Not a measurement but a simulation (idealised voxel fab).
Module name: voxel spacer lines (process module)
We display cut, a cross-section 200 nm in width whose square cells are each 5 nm.
This document writes a cross-section as a grid whose cells are square, and gives it as bands, listed from the top down; one or more rows of cells form a band.
Each band's line starts with the height of the band's top and of its bottom, in nm. Then come its materials from left to right, each with its width in nm. One material with "full width" fills the band from edge to edge. "empty" is empty space.
Below 0: as-received wafer, all one material; heights counted from there. Lowest band: no bottom, goes on down, written "0 -> down".
A width such as "30 to 40" changes by the same amount from each row of cells to the next, from the band's top row to its bottom row.
You'll sometimes find "no modification" written for a step, and that's the way of saying that nowhere in the cross-section did a cell change during that step.
If an empty space has no open way to the top and is at least 8 cells in size, "Closed void catalog" lists it, written width x height at distance, where distance is measured from the left edge and every value is in nm.
On each step's line, the part that comes after the settings is the simulator's own comment on the step.
The setting "overlay nm" may be written on the line of a step. When the step uses a mask, the value reports how far to the right of the planned place the mask lay, and a negative value reports that it lay to the left.

**This section lists the process steps that were planned**
1 op RECEIVE | material Si
2 op CONFORMAL_DEP | material Al2O3 | thk nm 5
3 op DIRECTIONAL_DEP | material W | thk nm 15
4 op DIRECTIONAL_DEP | material polySi | thk nm 25
5 op PATTERN | tone cover | mask id MANDREL | material resist | width nm 20 | pitch nm 70 | thk nm 35 | overlay nm 0
6 op DIRECTIONAL_ETCH | etch materials polySi | depth nm 25
7 op STRIP | etch materials resist
8 op CONFORMAL_DEP | material SiN | thk nm 15
9 op DIRECTIONAL_ETCH | etch materials SiN | depth nm 15
10 op STRIP | etch materials polySi
11 op DIRECTIONAL_ETCH | etch materials W | depth nm 15
12 op STRIP | etch materials SiN
13 op FILL_DEP | material lowk | thk nm 5
14 op CMP | height nm 20

**First out of two wafers; run went to plan**

**Wafer at receipt (post step 1), cross-section**
    0 -> down | Si full width
    Closed void catalog: none

**You're looking at a cross-section of the wafer after step 2**
    5 -> 0 | Al2O3 full width
    No changes below 0.

**You're looking at a cross-section of the wafer after step 3**
    20 -> 5 | W full width
    No changes below 5.

**You're looking at a cross-section of the wafer after step 4**
    45 -> 20 | polySi full width
    No changes below 20.

**You're looking at a cross-section of the wafer after step 5**
    80 -> 45 | empty 55  resist 20  empty 50  resist 20  empty 55
    No changes below 45.

**You're looking at a cross-section of the wafer after step 6**
    80 -> 45 | empty 55  resist 20  empty 50  resist 20  empty 55
    45 -> 20 | empty 55  polySi 20  empty 50  polySi 20  empty 55
    No changes below 20.

**You're looking at a cross-section of the wafer after step 7**
    45 -> 20 | empty 55  polySi 20  empty 50  polySi 20  empty 55
    No changes below 20.

**You're looking at a cross-section of the wafer after step 8**
    60 -> 45 | empty 40  SiN 50  empty 20  SiN 50  empty 40
    45 -> 35 | empty 40  SiN 15  polySi 20  SiN 15  empty 20  SiN 15  polySi 20  SiN 15  empty 40
    35 -> 20 | SiN 55  polySi 20  SiN 50  polySi 20  SiN 55
    No changes below 20.

**You're looking at a cross-section of the wafer after step 9**
    45 -> 20 | empty 40  SiN 15  polySi 20  SiN 15  empty 20  SiN 15  polySi 20  SiN 15  empty 40
    No changes below 20.

**You're looking at a cross-section of the wafer after step 10**
    45 -> 20 | empty 40  SiN 15  empty 20  SiN 15  empty 20  SiN 15  empty 20  SiN 15  empty 40
    No changes below 20.

**You're looking at a cross-section of the wafer after step 11**
    45 -> 20 | empty 40  SiN 15  empty 20  SiN 15  empty 20  SiN 15  empty 20  SiN 15  empty 40
    20 -> 5 | empty 40  W 15  empty 20  W 15  empty 20  W 15  empty 20  W 15  empty 40
    No changes below 5.

**You're looking at a cross-section of the wafer after step 12**
    20 -> 5 | empty 40  W 15  empty 20  W 15  empty 20  W 15  empty 20  W 15  empty 40
    No changes below 5.

**You're looking at a cross-section of the wafer after step 13**
    25 -> 20 | lowk full width
    20 -> 5 | lowk 40  W 15  lowk 20  W 15  lowk 20  W 15  lowk 20  W 15  lowk 40
    No changes below 5.

**You're looking at a cross-section of the wafer after step 14**
    20 -> 5 | lowk 40  W 15  lowk 20  W 15  lowk 20  W 15  lowk 20  W 15  lowk 40
    No changes below 5.

**Companion wafer, the second of two: same beginning, same intended sequence, one mistake in carrying it out; through step 4 inclusive it tracks the first exactly**

**Cross-section, second wafer, at the end time the plan gives for step 5**
    80 -> 45 | empty 50  resist 30  empty 40  resist 30  empty 50
    No changes below 45.

**Cross-section, second wafer, at the end time the plan gives for step 6**
    80 -> 45 | empty 50  resist 30  empty 40  resist 30  empty 50
    45 -> 20 | empty 50  polySi 30  empty 40  polySi 30  empty 50
    No changes below 20.

**Cross-section, second wafer, at the end time the plan gives for step 7**
    45 -> 20 | empty 50  polySi 30  empty 40  polySi 30  empty 50
    No changes below 20.

**Cross-section, second wafer, at the end time the plan gives for step 8**
    60 -> 45 | empty 35  SiN 60  empty 10  SiN 60  empty 35
    45 -> 35 | empty 35  SiN 15  polySi 30  SiN 15  empty 10  SiN 15  polySi 30  SiN 15  empty 35
    35 -> 20 | SiN 50  polySi 30  SiN 40  polySi 30  SiN 50
    No changes below 20.

**Cross-section, second wafer, at the end time the plan gives for step 9**
    45 -> 20 | empty 35  SiN 15  polySi 30  SiN 15  empty 10  SiN 15  polySi 30  SiN 15  empty 35
    No changes below 20.

**Cross-section, second wafer, at the end time the plan gives for step 10**
    45 -> 20 | empty 35  SiN 15  empty 30  SiN 15  empty 10  SiN 15  empty 30  SiN 15  empty 35
    No changes below 20.

**Cross-section, second wafer, at the end time the plan gives for step 11**
    45 -> 20 | empty 35  SiN 15  empty 30  SiN 15  empty 10  SiN 15  empty 30  SiN 15  empty 35
    20 -> 5 | empty 35  W 15  empty 30  W 15  empty 10  W 15  empty 30  W 15  empty 35
    No changes below 5.

**Cross-section, second wafer, at the end time the plan gives for step 12**
    20 -> 5 | empty 35  W 15  empty 30  W 15  empty 10  W 15  empty 30  W 15  empty 35
    No changes below 5.

**Cross-section, second wafer, at the end time the plan gives for step 13**
    25 -> 20 | lowk full width
    20 -> 5 | lowk 35  W 15  lowk 30  W 15  lowk 10  W 15  lowk 30  W 15  lowk 35
    No changes below 5.

**Cross-section, second wafer, at the end time the plan gives for step 14**
    20 -> 5 | lowk 35  W 15  lowk 30  W 15  lowk 10  W 15  lowk 30  W 15  lowk 35
    No changes below 5.
Finding, execution versus plan: step 5 deviated from plan and actually ran as op PATTERN | tone cover | mask id MANDREL | material resist | width nm 30 | pitch nm 70 | thk nm 35 | overlay nm 0
Upon completion, the cell count for each material on the second wafer equals that on the first, whereas the spatial distribution of those cells differs.
